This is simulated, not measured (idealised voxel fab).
This section sets out a process module, namely voxel transistor to metal.
We display cut, a cross-section 290 nm in width whose square cells are each 5 nm.
A cross-section is a grid of square cells, given in bands from the top down. A band is one or more rows of cells. First you get the band's top height and its bottom height, in nm, and then the materials it's made of, left to right, with each width in nm. If you see a single material with "throughout", that one covers the band edge to edge. "empty" is empty space. Where do heights start? At 0: under that level the wafer as delivered is made of one material only. And the lowest band has no floor; it just carries on downward, as in "from 0 down". A width such as "30..40" changes by the same amount from each row of cells to the next, from the band's top row to its bottom row. No cell of the cross-section changed in a step that is given as "same as before". Each empty space that has no open way to the top and spans at least 8 cells appears under "Voids, sealed" as width x height at distance, the distance counted from the left edge, all in nm. Text after the settings on a step's line: the simulator's own remark on that step. When a step includes a mask, the "overlay nm" setting on its line states how far to the right of its planned place that mask lay, and negative values state how far to the left. Quick note on how to read the rest: it's all pairs. You get the cross-section before a process step and the one after, but the after one only goes down as far as the lowest band that changed. The step in between, with its settings, sits under the pair. Heads up, the pairs can come from different runs of this module on the same starting wafer, so don't assume a pair picks up from the one above unless its "Pre-step cross-section" entry says it does.
### Pre-step cross-section
    from 55 to 45: W throughout
    from 45 to 40: 50 TiN / 10 W / 55 TiN / 10 W / 40 TiN / 10 W / 55 TiN / 10 W / 50 TiN
    from 40 to 25: 45 SiO2 / 5 TiN / 10 W / 5 TiN / 45 SiO2 / 5 TiN / 10 W / 5 TiN / 30 SiO2 / 5 TiN / 10 W / 5 TiN / 45 SiO2 / 5 TiN / 10 W / 5 TiN / 45 SiO2
    from 25 to 20: 45 SiO2 / 5 TiN / 10 W / 5 TiN / 10 SiN / 5 SiO2 / 15 SiCN / 5 SiO2 / 10 SiN / 5 TiN / 10 W / 5 TiN / 30 SiO2 / 5 TiN / 10 W / 5 TiN / 10 SiN / 5 SiO2 / 15 SiCN / 5 SiO2 / 10 SiN / 5 TiN / 10 W / 5 TiN / 45 SiO2
    from 20 to 15: 45 SiO2 / 5 TiN / 10 W / 5 TiN / 10 SiN / 5 SiO2 / 15 SiCN / 5 SiO2 / 10 SiN / 20 TiN / 30 SiO2 / 5 TiN / 10 W / 5 TiN / 10 SiN / 5 SiO2 / 15 SiCN / 5 SiO2 / 10 SiN / 20 TiN / 45 SiO2
    from 15 to 5: 45 SiO2 / 5 TiN / 10 W / 5 TiN / 10 SiN / 5 SiO2 / 25 polySi / 5 SiO2 / 10 SiN / 10 TiN / 30 SiO2 / 5 TiN / 10 W / 5 TiN / 10 SiN / 5 SiO2 / 25 polySi / 5 SiO2 / 10 SiN / 10 TiN / 45 SiO2
    from 5 to 0: 45 SiO2 / 20 TiN / 10 SiN / 5 SiO2 / 25 polySi / 5 SiO2 / 10 SiN / 10 TiN / 30 SiO2 / 20 TiN / 10 SiN / 5 SiO2 / 25 polySi / 5 SiO2 / 10 SiN / 10 TiN / 45 SiO2
    from 0 to -5: 40 SiO2 / 10 SiN / 15 nSi / 10 SiN / 5 SiO2 / 25 polySi / 5 SiO2 / 10 SiN / 5 nSi / 10 SiN / 20 SiO2 / 10 SiN / 15 nSi / 10 SiN / 5 SiO2 / 25 polySi / 5 SiO2 / 10 SiN / 5 nSi / 10 SiN / 40 SiO2
    from -5 to -10: 50 SiO2 / 15 nSi / 55 SiO2 / 5 nSi / 40 SiO2 / 15 nSi / 55 SiO2 / 5 nSi / 50 SiO2
    from -10 to -20: 40 SiO2 / 10 Si / 15 nSi / 55 Si / 5 nSi / 10 Si / 20 SiO2 / 10 Si / 15 nSi / 55 Si / 5 nSi / 10 Si / 40 SiO2
    from -20 to -40: 40 SiO2 / 95 Si / 20 SiO2 / 95 Si / 40 SiO2
    from -40 down: Si throughout
    Voids, sealed: none
### Step Outcome
    from 40 to 25: 45 SiO2 / 5 TiN / 10 W / 5 TiN / 45 SiO2 / 5 TiN / 10 W / 5 TiN / 30 SiO2 / 5 TiN / 10 W / 5 TiN / 45 SiO2 / 5 TiN / 10 W / 5 TiN / 45 SiO2
    Anything lower than 25 is untouched.
    Voids, sealed: none
The process step bridging the two cross-sections above: CMP with height nm 40
Pre-step cross-section: The cross-section prior to this step is the one presented after the step of the pair immediately above.
### Step Outcome
    from 45 to 40: SiN throughout
    Anything lower than 40 is untouched.
    Voids, sealed: none
The process step bridging the two cross-sections above: CONFORMAL_DEP with material SiN, thk nm 5
Pre-step cross-section: The cross-section prior to this step is the one presented after the step of the pair immediately above.
### Step Outcome
    from 65 to 45: lowk throughout
    Anything lower than 45 is untouched.
    Voids, sealed: none
The process step bridging the two cross-sections above: DIRECTIONAL_DEP with material lowk, thk nm 20
Pre-step cross-section: The cross-section prior to this step is the one presented after the step of the pair immediately above.
### Step Outcome
    from 75 to 65: aC throughout
    Anything lower than 65 is untouched.
    Voids, sealed: none
The process step bridging the two cross-sections above: DIRECTIONAL_DEP with material aC, thk nm 10
Pre-step cross-section: The cross-section prior to this step is the one presented after the step of the pair immediately above.
### Step Outcome
    from 100 to 75: 45 resist / 20 empty / 45 resist / 20 empty / 30 resist / 20 empty / 45 resist / 20 empty / 45 resist
    Anything lower than 75 is untouched.
    Voids, sealed: none
The process step bridging the two cross-sections above: PATTERN with tone open, mask id METAL_1, material resist, width nm 20, thk nm 25, overlay nm 0
Pre-step cross-section: The cross-section prior to this step is the one presented after the step of the pair immediately above.
### Step Outcome
    from 90 to 75: 45 resist / 20 empty / 45 resist / 20 empty / 30 resist / 20 empty / 45 resist / 20 empty / 45 resist
    from 75 to 65: 45 aC / 20 empty / 45 aC / 20 empty / 30 aC / 20 empty / 45 aC / 20 empty / 45 aC
    Anything lower than 65 is untouched.
    Voids, sealed: none
The process step bridging the two cross-sections above: DIRECTIONAL_ETCH with etch materials aC, depth nm 10
Pre-step cross-section: The cross-section prior to this step is the one presented after the step of the pair immediately above.
### Step Outcome
    from 75 to 65: 45 aC / 20 empty / 45 aC / 20 empty / 30 aC / 20 empty / 45 aC / 20 empty / 45 aC
    Anything lower than 65 is untouched.
    Voids, sealed: none
The process step bridging the two cross-sections above: STRIP with etch materials resist
Pre-step cross-section: The cross-section prior to this step is the one presented after the step of the pair immediately above.
### Step Outcome
    from 75 to 65: 45 aC / 20 empty / 45 aC / 20 empty / 30 aC / 20 empty / 45 aC / 20 empty / 45 aC
    from 65 to 45: 45 lowk / 20 empty / 45 lowk / 20 empty / 30 lowk / 20 empty / 45 lowk / 20 empty / 45 lowk
    Anything lower than 45 is untouched.
    Voids, sealed: none
The process step bridging the two cross-sections above: DIRECTIONAL_ETCH with etch materials lowk, depth nm 20
Pre-step cross-section: The cross-section prior to this step is the one presented after the step of the pair immediately above.
### Step Outcome
    from 75 to 65: 45 aC / 20 empty / 45 aC / 20 empty / 30 aC / 20 empty / 45 aC / 20 empty / 45 aC
    from 65 to 45: 45 lowk / 20 empty / 45 lowk / 20 empty / 30 lowk / 20 empty / 45 lowk / 20 empty / 45 lowk
    from 45 to 40: 45 SiN / 20 empty / 45 SiN / 20 empty / 30 SiN / 20 empty / 45 SiN / 20 empty / 45 SiN
    Anything lower than 40 is untouched.
    Voids, sealed: none
The process step bridging the two cross-sections above: DIRECTIONAL_ETCH with etch materials SiN, depth nm 5
Pre-step cross-section: The cross-section prior to this step is the one presented after the step of the pair immediately above.
### Step Outcome
    from 65 to 45: 45 lowk / 20 empty / 45 lowk / 20 empty / 30 lowk / 20 empty / 45 lowk / 20 empty / 45 lowk
    Anything lower than 45 is untouched.
    Voids, sealed: none
The process step bridging the two cross-sections above: STRIP with etch materials aC
Pre-step cross-section: The cross-section prior to this step is the one presented after the step of the pair immediately above.
### Step Outcome
    from 70 to 65: 50 TiN / 10 empty / 55 TiN / 10 empty / 40 TiN / 10 empty / 55 TiN / 10 empty / 50 TiN
    from 65 to 45: 45 lowk / 5 TiN / 10 empty / 5 TiN / 45 lowk / 5 TiN / 10 empty / 5 TiN / 30 lowk / 5 TiN / 10 empty / 5 TiN / 45 lowk / 5 TiN / 10 empty / 5 TiN / 45 lowk
    from 45 to 40: 45 SiN / 20 TiN / 45 SiN / 20 TiN / 30 SiN / 20 TiN / 45 SiN / 20 TiN / 45 SiN
    Anything lower than 40 is untouched.
    Voids, sealed: none
The process step bridging the two cross-sections above: CONFORMAL_DEP with material TiN, thk nm 5
Pre-step cross-section: The cross-section prior to this step is the one presented after the step of the pair immediately above.
### Step Outcome
    from 75 to 70: Cu throughout
    from 70 to 65: 50 TiN / 10 Cu / 55 TiN / 10 Cu / 40 TiN / 10 Cu / 55 TiN / 10 Cu / 50 TiN
    from 65 to 45: 45 lowk / 5 TiN / 10 Cu / 5 TiN / 45 lowk / 5 TiN / 10 Cu / 5 TiN / 30 lowk / 5 TiN / 10 Cu / 5 TiN / 45 lowk / 5 TiN / 10 Cu / 5 TiN / 45 lowk
    Anything lower than 45 is untouched.
    Voids, sealed: none
The process step bridging the two cross-sections above: FILL_DEP with material Cu, thk nm 5
Pre-step cross-section: The cross-section prior to this step is the one presented after the step of the pair immediately above.
### Step Outcome
    from 65 to 45: 45 lowk / 5 TiN / 10 Cu / 5 TiN / 45 lowk / 5 TiN / 10 Cu / 5 TiN / 30 lowk / 5 TiN / 10 Cu / 5 TiN / 45 lowk / 5 TiN / 10 Cu / 5 TiN / 45 lowk
    Anything lower than 45 is untouched.
    Voids, sealed: none
The process step bridging the two cross-sections above: CMP with height nm 65
Pre-step cross-section: The cross-section prior to this step is the one presented after the step of the pair immediately above.
### Step Outcome
    from 70 to 65: SiCN throughout
    Anything lower than 65 is untouched.
    Voids, sealed: none
The process step bridging the two cross-sections above: CONFORMAL_DEP with material SiCN, thk nm 5
Pre-step cross-section: The cross-section prior to this step is the one presented after the step of the pair immediately above.
### Step Outcome
    from 100 to 70: lowk throughout
    Anything lower than 70 is untouched.
    Voids, sealed: none
The process step bridging the two cross-sections above: DIRECTIONAL_DEP with material lowk, thk nm 30
Pre-step cross-section: The cross-section prior to this step is the one presented after the step of the pair immediately above.
### Step Outcome
    from 115 to 100: aC throughout
    Anything lower than 100 is untouched.
    Voids, sealed: none
The process step bridging the two cross-sections above: DIRECTIONAL_DEP with material aC, thk nm 15
Pre-step cross-section: The cross-section prior to this step is the one presented after the step of the pair immediately above.
### Step Outcome
    from 150 to 115: 45 resist / 20 empty / 95 resist / 20 empty / 110 resist
    Anything lower than 115 is untouched.
    Voids, sealed: none
The process step bridging the two cross-sections above: PATTERN with tone open, mask id METAL_2, material resist, width nm 20, pitch nm 115, thk nm 35, overlay nm 0
Pre-step cross-section: The cross-section prior to this step is the one presented after the step of the pair immediately above.
### Step Outcome
    from 135 to 115: 45 resist / 20 empty / 95 resist / 20 empty / 110 resist
    from 115 to 100: 45 aC / 20 empty / 95 aC / 20 empty / 110 aC
    Anything lower than 100 is untouched.
    Voids, sealed: none
The process step bridging the two cross-sections above: DIRECTIONAL_ETCH with etch materials aC, depth nm 15
Pre-step cross-section: The cross-section prior to this step is the one presented after the step of the pair immediately above.
### Step Outcome
    from 115 to 100: 45 aC / 20 empty / 95 aC / 20 empty / 110 aC
    Anything lower than 100 is untouched.
    Voids, sealed: none
The process step bridging the two cross-sections above: STRIP with etch materials resist
Pre-step cross-section: The cross-section prior to this step is the one presented after the step of the pair immediately above.
### Step Outcome
    from 115 to 100: 45 aC / 20 empty / 95 aC / 20 empty / 110 aC
    from 100 to 80: 45 lowk / 20 empty / 95 lowk / 20 empty / 110 lowk
    Anything lower than 80 is untouched.
    Voids, sealed: none
The process step bridging the two cross-sections above: DIRECTIONAL_ETCH with etch materials lowk, depth nm 20
Pre-step cross-section: The cross-section prior to this step is the one presented after the step of the pair immediately above.
### Step Outcome
    from 100 to 80: 45 lowk / 20 empty / 95 lowk / 20 empty / 110 lowk
    Anything lower than 80 is untouched.
    Voids, sealed: none
The process step bridging the two cross-sections above: STRIP with etch materials aC
Pre-step cross-section: The cross-section prior to this step is the one presented after the step of the pair immediately above.
### Step Outcome
    from 100 to 80: 45 lowk / 20 empty / 95 lowk / 20 empty / 110 lowk
    from 80 to 70: 45 lowk / 15 empty / 100 lowk / 15 empty / 115 lowk
    Anything lower than 70 is untouched.
    Voids, sealed: none
The process step bridging the two cross-sections above: MASKED_ETCH with tone open, mask id METAL_2_HOLES, width nm 15, pitch nm 115, etch materials lowk, depth nm 10, overlay nm 0
Pre-step cross-section: The cross-section prior to this step is the one presented after the step of the pair immediately above.
### Step Outcome
    from 100 to 80: 45 lowk / 20 empty / 95 lowk / 20 empty / 110 lowk
    from 80 to 70: 45 lowk / 15 empty / 100 lowk / 15 empty / 115 lowk
    from 70 to 65: 45 SiCN / 15 empty / 100 SiCN / 15 empty / 115 SiCN
    Anything lower than 65 is untouched.
    Voids, sealed: none
The process step bridging the two cross-sections above: MASKED_ETCH with tone open, mask id METAL_2_HOLES, width nm 15, pitch nm 115, etch materials SiCN, depth nm 5, overlay nm 0
Pre-step cross-section: The cross-section prior to this step is the one presented after the step of the pair immediately above.
### Step Outcome
    from 105 to 100: 50 TiN / 10 empty / 105 TiN / 10 empty / 115 TiN
    from 100 to 85: 45 lowk / 5 TiN / 10 empty / 5 TiN / 95 lowk / 5 TiN / 10 empty / 5 TiN / 110 lowk
    from 85 to 80: 45 lowk / 5 TiN / 5 empty / 10 TiN / 95 lowk / 5 TiN / 5 empty / 10 TiN / 110 lowk
    from 80 to 70: 45 lowk / 5 TiN / 5 empty / 5 TiN / 100 lowk / 5 TiN / 5 empty / 5 TiN / 115 lowk
    from 70 to 65: 45 SiCN / 15 TiN / 100 SiCN / 15 TiN / 115 SiCN
    Anything lower than 65 is untouched.
    Voids, sealed: none
The process step bridging the two cross-sections above: CONFORMAL_DEP with material TiN, thk nm 5
Pre-step cross-section: The cross-section prior to this step is the one presented after the step of the pair immediately above.
### Step Outcome
    from 110 to 105: Cu throughout
    from 105 to 100: 50 TiN / 10 Cu / 105 TiN / 10 Cu / 115 TiN
    from 100 to 85: 45 lowk / 5 TiN / 10 Cu / 5 TiN / 95 lowk / 5 TiN / 10 Cu / 5 TiN / 110 lowk
    from 85 to 80: 45 lowk / 5 TiN / 5 Cu / 10 TiN / 95 lowk / 5 TiN / 5 Cu / 10 TiN / 110 lowk
    from 80 to 70: 45 lowk / 5 TiN / 5 Cu / 5 TiN / 100 lowk / 5 TiN / 5 Cu / 5 TiN / 115 lowk
    Anything lower than 70 is untouched.
    Voids, sealed: none
The process step bridging the two cross-sections above: FILL_DEP with material Cu, thk nm 5
Pre-step cross-section: The cross-section prior to this step is the one presented after the step of the pair immediately above.
### Step Outcome
    from 100 to 85: 45 lowk / 5 TiN / 10 Cu / 5 TiN / 95 lowk / 5 TiN / 10 Cu / 5 TiN / 110 lowk
    Anything lower than 85 is untouched.
    Voids, sealed: none
The process step bridging the two cross-sections above: CMP with height nm 100
Pre-step cross-section: The cross-section prior to this step is the one presented after the step of the pair immediately above.
### Step Outcome
    from 105 to 100: SiCN throughout
    Anything lower than 100 is untouched.
    Voids, sealed: none
The process step bridging the two cross-sections above: CONFORMAL_DEP with material SiCN, thk nm 5
### Pre-step cross-section
    from 45 to 40: 50 TiN / 10 empty / 55 TiN / 10 empty / 40 TiN / 10 empty / 55 TiN / 10 empty / 50 TiN
    from 40 to 25: 45 SiO2 / 5 TiN / 10 empty / 5 TiN / 45 SiO2 / 5 TiN / 10 empty / 5 TiN / 30 SiO2 / 5 TiN / 10 empty / 5 TiN / 45 SiO2 / 5 TiN / 10 empty / 5 TiN / 45 SiO2
    from 25 to 15: 45 SiO2 / 5 TiN / 10 empty / 5 TiN / 10 SiN / 5 SiO2 / 15 SiCN / 5 SiO2 / 10 SiN / 5 TiN / 10 empty / 5 TiN / 30 SiO2 / 5 TiN / 10 empty / 5 TiN / 10 SiN / 5 SiO2 / 15 SiCN / 5 SiO2 / 10 SiN / 5 TiN / 10 empty / 5 TiN / 45 SiO2
    from 15 to 5: 45 SiO2 / 5 TiN / 10 empty / 5 TiN / 10 SiN / 5 SiO2 / 15 polySi / 5 SiO2 / 10 SiN / 5 TiN / 10 empty / 5 TiN / 30 SiO2 / 5 TiN / 10 empty / 5 TiN / 10 SiN / 5 SiO2 / 15 polySi / 5 SiO2 / 10 SiN / 5 TiN / 10 empty / 5 TiN / 45 SiO2
    from 5 to 0: 45 SiO2 / 20 TiN / 10 SiN / 5 SiO2 / 15 polySi / 5 SiO2 / 10 SiN / 20 TiN / 30 SiO2 / 20 TiN / 10 SiN / 5 SiO2 / 15 polySi / 5 SiO2 / 10 SiN / 20 TiN / 45 SiO2
    from 0 to -5: 40 SiO2 / 10 SiN / 15 nSi / 10 SiN / 5 SiO2 / 15 polySi / 5 SiO2 / 10 SiN / 15 nSi / 10 SiN / 20 SiO2 / 10 SiN / 15 nSi / 10 SiN / 5 SiO2 / 15 polySi / 5 SiO2 / 10 SiN / 15 nSi / 10 SiN / 40 SiO2
    from -5 to -10: 50 SiO2 / 15 nSi / 45 SiO2 / 15 nSi / 40 SiO2 / 15 nSi / 45 SiO2 / 15 nSi / 50 SiO2
    from -10 to -20: 40 SiO2 / 10 Si / 15 nSi / 45 Si / 15 nSi / 10 Si / 20 SiO2 / 10 Si / 15 nSi / 45 Si / 15 nSi / 10 Si / 40 SiO2
    from -20 to -40: 40 SiO2 / 95 Si / 20 SiO2 / 95 Si / 40 SiO2
    from -40 down: Si throughout
    Voids, sealed: none
### Step Outcome
    from 55 to 45: Cu throughout
    from 45 to 40: 50 TiN / 10 Cu / 55 TiN / 10 Cu / 40 TiN / 10 Cu / 55 TiN / 10 Cu / 50 TiN
    from 40 to 25: 45 SiO2 / 5 TiN / 10 Cu / 5 TiN / 45 SiO2 / 5 TiN / 10 Cu / 5 TiN / 30 SiO2 / 5 TiN / 10 Cu / 5 TiN / 45 SiO2 / 5 TiN / 10 Cu / 5 TiN / 45 SiO2
    from 25 to 15: 45 SiO2 / 5 TiN / 10 Cu / 5 TiN / 10 SiN / 5 SiO2 / 15 SiCN / 5 SiO2 / 10 SiN / 5 TiN / 10 Cu / 5 TiN / 30 SiO2 / 5 TiN / 10 Cu / 5 TiN / 10 SiN / 5 SiO2 / 15 SiCN / 5 SiO2 / 10 SiN / 5 TiN / 10 Cu / 5 TiN / 45 SiO2
    from 15 to 5: 45 SiO2 / 5 TiN / 10 Cu / 5 TiN / 10 SiN / 5 SiO2 / 15 polySi / 5 SiO2 / 10 SiN / 5 TiN / 10 Cu / 5 TiN / 30 SiO2 / 5 TiN / 10 Cu / 5 TiN / 10 SiN / 5 SiO2 / 15 polySi / 5 SiO2 / 10 SiN / 5 TiN / 10 Cu / 5 TiN / 45 SiO2
    Anything lower than 5 is untouched.
    Voids, sealed: none
The process step bridging the two cross-sections above: FILL_DEP with material Cu, thk nm 10
Pre-step cross-section: The cross-section prior to this step is the one presented after the step of the pair immediately above.
### Step Outcome
    from 40 to 25: 45 SiO2 / 5 TiN / 10 Cu / 5 TiN / 45 SiO2 / 5 TiN / 10 Cu / 5 TiN / 30 SiO2 / 5 TiN / 10 Cu / 5 TiN / 45 SiO2 / 5 TiN / 10 Cu / 5 TiN / 45 SiO2
    Anything lower than 25 is untouched.
    Voids, sealed: none
The process step bridging the two cross-sections above: CMP with height nm 40
Pre-step cross-section: The cross-section prior to this step is the one presented after the step of the pair immediately above.
### Step Outcome
    from 45 to 40: SiN throughout
    Anything lower than 40 is untouched.
    Voids, sealed: none
The process step bridging the two cross-sections above: CONFORMAL_DEP with material SiN, thk nm 5
Pre-step cross-section: The cross-section prior to this step is the one presented after the step of the pair immediately above.
### Step Outcome
    from 65 to 45: lowk throughout
    Anything lower than 45 is untouched.
    Voids, sealed: none
The process step bridging the two cross-sections above: DIRECTIONAL_DEP with material lowk, thk nm 20
Pre-step cross-section: The cross-section prior to this step is the one presented after the step of the pair immediately above.
### Step Outcome
    from 75 to 65: aC throughout
    Anything lower than 65 is untouched.
    Voids, sealed: none
The process step bridging the two cross-sections above: DIRECTIONAL_DEP with material aC, thk nm 10
Pre-step cross-section: The cross-section prior to this step is the one presented after the step of the pair immediately above.
### Step Outcome
    from 100 to 75: 45 resist / 20 empty / 45 resist / 20 empty / 30 resist / 20 empty / 45 resist / 20 empty / 45 resist
    Anything lower than 75 is untouched.
    Voids, sealed: none
The process step bridging the two cross-sections above: PATTERN with tone open, mask id METAL_1, material resist, width nm 20, thk nm 25, overlay nm 0
Pre-step cross-section: The cross-section prior to this step is the one presented after the step of the pair immediately above.
### Step Outcome
    from 90 to 75: 45 resist / 20 empty / 45 resist / 20 empty / 30 resist / 20 empty / 45 resist / 20 empty / 45 resist
    from 75 to 65: 45 aC / 20 empty / 45 aC / 20 empty / 30 aC / 20 empty / 45 aC / 20 empty / 45 aC
    Anything lower than 65 is untouched.
    Voids, sealed: none
The process step bridging the two cross-sections above: DIRECTIONAL_ETCH with etch materials aC, depth nm 10
Pre-step cross-section: The cross-section prior to this step is the one presented after the step of the pair immediately above.
### Step Outcome
    from 75 to 65: 45 aC / 20 empty / 45 aC / 20 empty / 30 aC / 20 empty / 45 aC / 20 empty / 45 aC
    Anything lower than 65 is untouched.
    Voids, sealed: none
The process step bridging the two cross-sections above: STRIP with etch materials resist
Pre-step cross-section: The cross-section prior to this step is the one presented after the step of the pair immediately above.
### Step Outcome
    from 75 to 65: 45 aC / 20 empty / 45 aC / 20 empty / 30 aC / 20 empty / 45 aC / 20 empty / 45 aC
    from 65 to 45: 45 lowk / 20 empty / 45 lowk / 20 empty / 30 lowk / 20 empty / 45 lowk / 20 empty / 45 lowk
    Anything lower than 45 is untouched.
    Voids, sealed: none
The process step bridging the two cross-sections above: DIRECTIONAL_ETCH with etch materials lowk, depth nm 20
Pre-step cross-section: The cross-section prior to this step is the one presented after the step of the pair immediately above.
### Step Outcome
    from 75 to 65: 45 aC / 20 empty / 45 aC / 20 empty / 30 aC / 20 empty / 45 aC / 20 empty / 45 aC
    from 65 to 45: 45 lowk / 20 empty / 45 lowk / 20 empty / 30 lowk / 20 empty / 45 lowk / 20 empty / 45 lowk
    from 45 to 40: 45 SiN / 20 empty / 45 SiN / 20 empty / 30 SiN / 20 empty / 45 SiN / 20 empty / 45 SiN
    Anything lower than 40 is untouched.
    Voids, sealed: none
The process step bridging the two cross-sections above: DIRECTIONAL_ETCH with etch materials SiN, depth nm 5
Pre-step cross-section: The cross-section prior to this step is the one presented after the step of the pair immediately above.
### Step Outcome
    from 65 to 45: 45 lowk / 20 empty / 45 lowk / 20 empty / 30 lowk / 20 empty / 45 lowk / 20 empty / 45 lowk
    Anything lower than 45 is untouched.
    Voids, sealed: none
The process step bridging the two cross-sections above: STRIP with etch materials aC
Pre-step cross-section: The cross-section prior to this step is the one presented after the step of the pair immediately above.
### Step Outcome
    from 70 to 65: 50 TiN / 10 empty / 55 TiN / 10 empty / 40 TiN / 10 empty / 55 TiN / 10 empty / 50 TiN
    from 65 to 45: 45 lowk / 5 TiN / 10 empty / 5 TiN / 45 lowk / 5 TiN / 10 empty / 5 TiN / 30 lowk / 5 TiN / 10 empty / 5 TiN / 45 lowk / 5 TiN / 10 empty / 5 TiN / 45 lowk
    from 45 to 40: 45 SiN / 20 TiN / 45 SiN / 20 TiN / 30 SiN / 20 TiN / 45 SiN / 20 TiN / 45 SiN
    Anything lower than 40 is untouched.
    Voids, sealed: none
The process step bridging the two cross-sections above: CONFORMAL_DEP with material TiN, thk nm 5
Pre-step cross-section: The cross-section prior to this step is the one presented after the step of the pair immediately above.
### Step Outcome
    from 75 to 70: Cu throughout
    from 70 to 65: 50 TiN / 10 Cu / 55 TiN / 10 Cu / 40 TiN / 10 Cu / 55 TiN / 10 Cu / 50 TiN
    from 65 to 45: 45 lowk / 5 TiN / 10 Cu / 5 TiN / 45 lowk / 5 TiN / 10 Cu / 5 TiN / 30 lowk / 5 TiN / 10 Cu / 5 TiN / 45 lowk / 5 TiN / 10 Cu / 5 TiN / 45 lowk
    Anything lower than 45 is untouched.
    Voids, sealed: none
The process step bridging the two cross-sections above: FILL_DEP with material Cu, thk nm 5
Pre-step cross-section: The cross-section prior to this step is the one presented after the step of the pair immediately above.
### Step Outcome
    from 65 to 45: 45 lowk / 5 TiN / 10 Cu / 5 TiN / 45 lowk / 5 TiN / 10 Cu / 5 TiN / 30 lowk / 5 TiN / 10 Cu / 5 TiN / 45 lowk / 5 TiN / 10 Cu / 5 TiN / 45 lowk
    Anything lower than 45 is untouched.
    Voids, sealed: none
The process step bridging the two cross-sections above: CMP with height nm 65
Pre-step cross-section: The cross-section prior to this step is the one presented after the step of the pair immediately above.
### Step Outcome
    from 70 to 65: SiCN throughout
    Anything lower than 65 is untouched.
    Voids, sealed: none
The process step bridging the two cross-sections above: CONFORMAL_DEP with material SiCN, thk nm 5
Pre-step cross-section: The cross-section prior to this step is the one presented after the step of the pair immediately above.
### Step Outcome
    from 100 to 70: lowk throughout
    Anything lower than 70 is untouched.
    Voids, sealed: none
The process step bridging the two cross-sections above: DIRECTIONAL_DEP with material lowk, thk nm 30
Pre-step cross-section: The cross-section prior to this step is the one presented after the step of the pair immediately above.
### Step Outcome
    from 115 to 100: aC throughout
    Anything lower than 100 is untouched.
    Voids, sealed: none
The process step bridging the two cross-sections above: DIRECTIONAL_DEP with material aC, thk nm 15
Pre-step cross-section: The cross-section prior to this step is the one presented after the step of the pair immediately above.
### Step Outcome
    from 150 to 115: 45 resist / 20 empty / 95 resist / 20 empty / 110 resist
    Anything lower than 115 is untouched.
    Voids, sealed: none
The process step bridging the two cross-sections above: PATTERN with tone open, mask id METAL_2, material resist, width nm 20, pitch nm 115, thk nm 35, overlay nm 0
Pre-step cross-section: The cross-section prior to this step is the one presented after the step of the pair immediately above.
### Step Outcome
    from 135 to 115: 45 resist / 20 empty / 95 resist / 20 empty / 110 resist
    from 115 to 100: 45 aC / 20 empty / 95 aC / 20 empty / 110 aC
    Anything lower than 100 is untouched.
    Voids, sealed: none
The process step bridging the two cross-sections above: DIRECTIONAL_ETCH with etch materials aC, depth nm 15
Pre-step cross-section: The cross-section prior to this step is the one presented after the step of the pair immediately above.
### Step Outcome
    from 115 to 100: 45 aC / 20 empty / 95 aC / 20 empty / 110 aC
    Anything lower than 100 is untouched.
    Voids, sealed: none
The process step bridging the two cross-sections above: STRIP with etch materials resist
Pre-step cross-section: The cross-section prior to this step is the one presented after the step of the pair immediately above.
### Step Outcome
    from 115 to 100: 45 aC / 20 empty / 95 aC / 20 empty / 110 aC
    from 100 to 80: 45 lowk / 20 empty / 95 lowk / 20 empty / 110 lowk
    Anything lower than 80 is untouched.
    Voids, sealed: none
The process step bridging the two cross-sections above: DIRECTIONAL_ETCH with etch materials lowk, depth nm 20
Pre-step cross-section: The cross-section prior to this step is the one presented after the step of the pair immediately above.
### Step Outcome
    from 100 to 80: 45 lowk / 20 empty / 95 lowk / 20 empty / 110 lowk
    Anything lower than 80 is untouched.
    Voids, sealed: none
The process step bridging the two cross-sections above: STRIP with etch materials aC
Pre-step cross-section: The cross-section prior to this step is the one presented after the step of the pair immediately above.
### Step Outcome
    from 100 to 80: 45 lowk / 20 empty / 95 lowk / 20 empty / 110 lowk
    from 80 to 70: 45 lowk / 15 empty / 100 lowk / 15 empty / 115 lowk
    Anything lower than 70 is untouched.
    Voids, sealed: none
The process step bridging the two cross-sections above: MASKED_ETCH with tone open, mask id METAL_2_HOLES, width nm 15, pitch nm 115, etch materials lowk, depth nm 10, overlay nm 0
Pre-step cross-section: The cross-section prior to this step is the one presented after the step of the pair immediately above.
### Step Outcome
    from 100 to 80: 45 lowk / 20 empty / 95 lowk / 20 empty / 110 lowk
    from 80 to 70: 45 lowk / 15 empty / 100 lowk / 15 empty / 115 lowk
    from 70 to 65: 45 SiCN / 15 empty / 100 SiCN / 15 empty / 115 SiCN
    Anything lower than 65 is untouched.
    Voids, sealed: none
The process step bridging the two cross-sections above: MASKED_ETCH with tone open, mask id METAL_2_HOLES, width nm 15, pitch nm 115, etch materials SiCN, depth nm 5, overlay nm 0
Pre-step cross-section: The cross-section prior to this step is the one presented after the step of the pair immediately above.
### Step Outcome
    from 105 to 100: 50 TiN / 10 empty / 105 TiN / 10 empty / 115 TiN
    from 100 to 85: 45 lowk / 5 TiN / 10 empty / 5 TiN / 95 lowk / 5 TiN / 10 empty / 5 TiN / 110 lowk
    from 85 to 80: 45 lowk / 5 TiN / 5 empty / 10 TiN / 95 lowk / 5 TiN / 5 empty / 10 TiN / 110 lowk
    from 80 to 70: 45 lowk / 5 TiN / 5 empty / 5 TiN / 100 lowk / 5 TiN / 5 empty / 5 TiN / 115 lowk
    from 70 to 65: 45 SiCN / 15 TiN / 100 SiCN / 15 TiN / 115 SiCN
    Anything lower than 65 is untouched.
    Voids, sealed: none
The process step bridging the two cross-sections above: CONFORMAL_DEP with material TiN, thk nm 5
Pre-step cross-section: The cross-section prior to this step is the one presented after the step of the pair immediately above.
### Step Outcome
    from 110 to 105: Cu throughout
    from 105 to 100: 50 TiN / 10 Cu / 105 TiN / 10 Cu / 115 TiN
    from 100 to 85: 45 lowk / 5 TiN / 10 Cu / 5 TiN / 95 lowk / 5 TiN / 10 Cu / 5 TiN / 110 lowk
    from 85 to 80: 45 lowk / 5 TiN / 5 Cu / 10 TiN / 95 lowk / 5 TiN / 5 Cu / 10 TiN / 110 lowk
    from 80 to 70: 45 lowk / 5 TiN / 5 Cu / 5 TiN / 100 lowk / 5 TiN / 5 Cu / 5 TiN / 115 lowk
    Anything lower than 70 is untouched.
    Voids, sealed: none
The process step bridging the two cross-sections above: FILL_DEP with material Cu, thk nm 5
Pre-step cross-section: The cross-section prior to this step is the one presented after the step of the pair immediately above.
### Step Outcome
    from 100 to 85: 45 lowk / 5 TiN / 10 Cu / 5 TiN / 95 lowk / 5 TiN / 10 Cu / 5 TiN / 110 lowk
    Anything lower than 85 is untouched.
    Voids, sealed: none
The process step bridging the two cross-sections above: CMP with height nm 100
Pre-step cross-section: The cross-section prior to this step is the one presented after the step of the pair immediately above.
### Step Outcome
    from 105 to 100: SiCN throughout
    Anything lower than 100 is untouched.
    Voids, sealed: none
The process step bridging the two cross-sections above: CONFORMAL_DEP with material SiCN, thk nm 5
